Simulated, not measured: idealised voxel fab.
This section sets out a process module, namely voxel tone inversion.
The cross-section on display is named cut; it measures 295 nm wide, and its cells are 5 nm squares.
In this document a cross-section is written as a grid of square cells. It is given as a series of bands, listed from the top down, and a band is one or more rows of cells. The band entry comprises the height of the band's top followed by the height of its bottom, expressed in nm, and subsequently the band's materials from left to right, each stated together with its width in nm. Where a single material is marked with the word "full width", that material fills the band from edge to edge. The word "blank" represents empty space. We count height from 0. Below that, the starting wafer is all one material. The lowest band never ends at the bottom but goes on down; see "0..down" for how that is written. The two numbers in a width such as "30->40" mark its ends across the band: the first belongs to the top row of cells, the second to the bottom row, and from each row to the next the width moves by the same amount. No cell of the cross-section changed in a step that is given as "everything unchanged". What "Voids lacking openings" gives you is every empty space of 8 cells or more that is cut off from the top. Each appears as width x height at distance, with the distance taken from the left edge and width, height and distance all in nm. The remark found on a step's line after its settings is issued by the simulator itself and pertains to that step. Steps that use a mask can have "overlay nm" on their line. It says how far the mask sat to the right of where it was meant to be. Negative means to the left.
**The following list gives the planned process steps**
1. op RECEIVE | material Si
2. op CONFORMAL_DEP | material SiCN | thk nm 10
3. op DIRECTIONAL_DEP | material polySi | thk nm 25
4. op PATTERN | tone cover | mask id POSTS | material resist | width nm 25 | pitch nm 45 | thk nm 35 | overlay nm 0
5. op DIRECTIONAL_ETCH | etch materials polySi | depth nm 25
6. op STRIP | etch materials resist
7. op FILL_DEP | material lowk | thk nm 5
8. op CMP | height nm 35
9. op STRIP | etch materials polySi
10. op CONFORMAL_DEP | material TiN | thk nm 5
11. op FILL_DEP | material Cu | thk nm 5
12. op CMP | height nm 35
13. op CONFORMAL_DEP | material SiCN | thk nm 5
**Here's what the wafer looked like in cross-section when it arrived - that's after step 1**
    0..down | Si full width
    Voids lacking openings: none
**End state of the module in cross-section, given the above starting point and plan and one mistake in execution**
    40..35 | SiCN full width
    35..15 | lowk: 55 | TiN: 5 | Cu: 15 | TiN: 5 | lowk: 20 | TiN: 5 | Cu: 15 | TiN: 5 | lowk: 20 | TiN: 5 | Cu: 15 | TiN: 5 | lowk: 20 | TiN: 5 | Cu: 15 | TiN: 5 | lowk: 80
    15..10 | lowk: 55 | TiN: 25 | lowk: 20 | TiN: 25 | lowk: 20 | TiN: 25 | lowk: 20 | TiN: 25 | lowk: 80
    10..0 | SiCN full width
    0..down | Si full width
    Voids lacking openings: none
Diagnosis: step 4: run off-plan, actual operation and settings op PATTERN | tone cover | mask id POSTS | material resist | width nm 25 | pitch nm 45 | thk nm 35 | overlay nm -10
